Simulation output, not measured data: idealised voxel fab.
A process module follows: voxel trench capacitor.
Cross-section cut: width 215 nm, square cells of 5 nm.
In this document a cross-section is written as a grid of square cells. It is given as a series of bands, listed from the top down, and a band is one or more rows of cells.
Read a band's entry like this: the first values are the height of its top and the height of its bottom in nm, and what follows is the sequence of materials from left to right, each with its width in nm. Note that "air" is empty space, and that a single material marked "full width" reaches across the band from edge to edge.
Measure heights from 0. That's the level where, below it, the as-received wafer is all one material. The lowest band is bottomless and extends downward; write it as in "0 and below".
Note: "30->40" means the width goes from the first number (top row of the band) to the second number (bottom row) in equal steps per row of cells.
No cell of the cross-section changed in a step that is given as "no alterations made".
"Enclosed empty spaces" means: voids of 8 cells or more that are shut off from the top with no open way through. Written width x height at distance, distance from the left edge, in nm.
Text after the settings on a step's line: the simulator's own remark on that step.
"overlay nm" on a masked step: distance the mask lay right of its planned place, negative for left.

Plan
step 1: RECEIVE,material Si
step 2: CONFORMAL_DEP,material SiN,thk nm 10
step 3: MASKED_ETCH,tone open,mask id TRENCH,width nm 30,pitch nm 45,etch materials SiN,depth nm 10,overlay nm -15
step 4: MASKED_ETCH,tone open,mask id TRENCH,width nm 30,pitch nm 45,etch materials Si,depth nm 25,overlay nm 0
step 5: CONFORMAL_DEP,material Al2O3,thk nm 5
step 6: CONFORMAL_DEP,material TiN,thk nm 5
step 7: FILL_DEP,material W,thk nm 5
step 8: CMP,height nm 10
For this document, wafers share an identical start and vary in the step 3 overlay nm; the plan quotes the first wafer's value.

Step 1 complete: as-received cross-section of the first of several wafers
  0 and below: Si full width
  Enclosed empty spaces: none

Take any row and you have a wafer at the end of the module: how many cells of each material it has gained (+) or lost (-) since it was received, and then its closed voids
overlay nm -15, +54 Al2O3, -45 Si, +50 SiN, +27 TiN, Enclosed empty spaces: none
overlay nm -10, +54 Al2O3, -60 Si, +50 SiN, +42 TiN, Enclosed empty spaces: none
overlay nm -5, +54 Al2O3, -75 Si, +50 SiN, +42 TiN, +15 W, Enclosed empty spaces: none
overlay nm 0, +54 Al2O3, -90 Si, +50 SiN, +42 TiN, +30 W, Enclosed empty spaces: none
overlay nm 5, +54 Al2O3, -75 Si, +50 SiN, +42 TiN, +15 W, Enclosed empty spaces: none
overlay nm 10, +54 Al2O3, -60 Si, +50 SiN, +42 TiN, Enclosed empty spaces: none
overlay nm 15, +54 Al2O3, -45 Si, +50 SiN, +27 TiN, Enclosed empty spaces: none
